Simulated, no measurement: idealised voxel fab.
process module | voxel transistor to metal
cross-section cut | 205 nm wide | cells 5 nm
A cross-section is a grid of square cells, given in bands from the top down. A band is one or more rows of cells.
Each band's line starts with the height of the band's top and of its bottom, in nm. Then come its materials from left to right, each with its width in nm. One material with "throughout" fills the band from edge to edge. "air" is empty space.
Height 0 is the level under which the wafer as received is all one material. The lowest band goes on downwards, as in "0 down".
A width such as "30 to 40" changes by the same amount from each row of cells to the next, from the band's top row to its bottom row.
"no change" after a step means that no cell of the cross-section changed.
closed voids: empty space of 8 cells or more with no open way to the top, each as width x height at its distance from the left edge, in nm
after a step's settings: what the simulator itself notes on the step
overlay nm, on a step with a mask: how far to the right of its planned place the mask lay; to the left if negative
plan
1 op RECEIVE | material Si
2 op CONFORMAL_DEP | material SiO2 | thk nm 5
3 op CONFORMAL_DEP | material SiN | thk nm 15
4 op MASKED_ETCH | tone cover | mask id ACTIVE | width nm 90 | etch materials SiN | depth nm 15 | overlay nm 0
5 op MASKED_ETCH | tone cover | mask id ACTIVE | width nm 90 | etch materials SiO2 | depth nm 5 | overlay nm 0
6 op MASKED_ETCH | tone cover | mask id ACTIVE | width nm 90 | etch materials Si | depth nm 35 | overlay nm 0
7 op OXIDIZE | depth nm 5
8 op FILL_DEP | material SiO2 | thk nm 5
9 op CMP | height nm 20
10 op SELECTIVE_ETCH | etch materials SiO2 | depth nm 5
11 op STRIP | etch materials SiN
12 op SELECTIVE_ETCH | etch materials SiO2 | depth nm 5
13 op OXIDIZE | depth nm 5
14 op DIRECTIONAL_DEP | material polySi | thk nm 20
15 op DIRECTIONAL_DEP | material SiCN | thk nm 10
16 op DIRECTIONAL_DEP | material aC | thk nm 10
17 op PATTERN | tone cover | mask id GATE | material resist | width nm 20 | thk nm 30 | overlay nm 0
18 op DIRECTIONAL_ETCH | etch materials aC | depth nm 10
19 op STRIP | etch materials resist
20 op DIRECTIONAL_ETCH | etch materials SiCN | depth nm 20
21 op DIRECTIONAL_ETCH | etch materials polySi | depth nm 30
22 op STRIP | etch materials aC
23 op CONFORMAL_DEP | material SiN | thk nm 10
24 op DIRECTIONAL_ETCH | etch materials SiN | depth nm 10
25 op DIRECTIONAL_ETCH | etch materials SiO2 | depth nm 5
26 op DIRECTIONAL_ETCH | etch materials Si | depth nm 5
27 op EPI | material pSi | thk nm 10
28 op FILL_DEP | material SiO2 | thk nm 5
29 op CMP | height nm 30
30 op DIRECTIONAL_DEP | material SiO2 | thk nm 15
31 op MASKED_ETCH | tone open | mask id CONTACT | width nm 15 | pitch nm 65 | etch materials SiO2 | depth nm 45 | overlay nm 0
32 op CONFORMAL_DEP | material TiN | thk nm 5
33 op FILL_DEP | material W | thk nm 10
34 op CMP | height nm 45
35 op CONFORMAL_DEP | material SiCN | thk nm 5
36 op DIRECTIONAL_DEP | material lowk | thk nm 15
37 op MASKED_ETCH | tone open | mask id METAL_1 | width nm 15 | pitch nm 65 | etch materials lowk | depth nm 15 | overlay nm 0
38 op MASKED_ETCH | tone open | mask id METAL_1 | width nm 15 | pitch nm 65 | etch materials SiCN | depth nm 5 | overlay nm 0
39 op CONFORMAL_DEP | material TiN | thk nm 5
40 op FILL_DEP | material Ru | thk nm 10
41 op CMP | height nm 65
42 op CONFORMAL_DEP | material SiN | thk nm 5
as received, after step 1
  0 down: Si throughout
  closed voids: none
a wafer at the end: this start, this plan, one mistake
  70 to 65: SiCN throughout
  65 to 50: lowk 60 | TiN 5 | Ru 5 | TiN 5 | lowk 50 | TiN 5 | Ru 5 | TiN 5 | lowk 65
  50 to 45: SiCN 60 | TiN 15 | SiCN 50 | TiN 15 | SiCN 65
  45 to 30: SiO2 60 | TiN 5 | W 5 | TiN 5 | SiO2 50 | TiN 5 | W 5 | TiN 5 | SiO2 65
  30 to 20: SiO2 60 | TiN 5 | W 5 | TiN 5 | SiO2 5 | SiN 10 | SiCN 20 | SiN 10 | SiO2 5 | TiN 5 | W 5 | TiN 5 | SiO2 65
  20 to 10: SiO2 60 | TiN 5 | W 5 | TiN 5 | SiO2 5 | SiN 10 | polySi 20 | SiN 10 | SiO2 5 | TiN 5 | W 5 | TiN 5 | SiO2 65
  10 to 5: SiO2 50 | SiN 10 | TiN 15 | SiO2 5 | SiN 10 | polySi 20 | SiN 10 | SiO2 5 | TiN 15 | SiN 10 | SiO2 55
  5 to 0: SiO2 50 | SiN 10 | TiN 10 | pSi 10 | SiN 10 | polySi 20 | SiN 10 | pSi 10 | TiN 10 | SiN 10 | SiO2 55
  0 to -5: SiO2 60 | pSi 20 | SiO2 40 | pSi 20 | SiO2 65
  -5 to -10: SiO2 60 | pSi 20 | Si 40 | pSi 20 | SiO2 65
  -10 to -40: SiO2 60 | Si 80 | SiO2 65
  -40 down: Si throughout
  closed voids: none
what went wrong: step 42 ran as: op CONFORMAL_DEP | material SiCN | thk nm 5
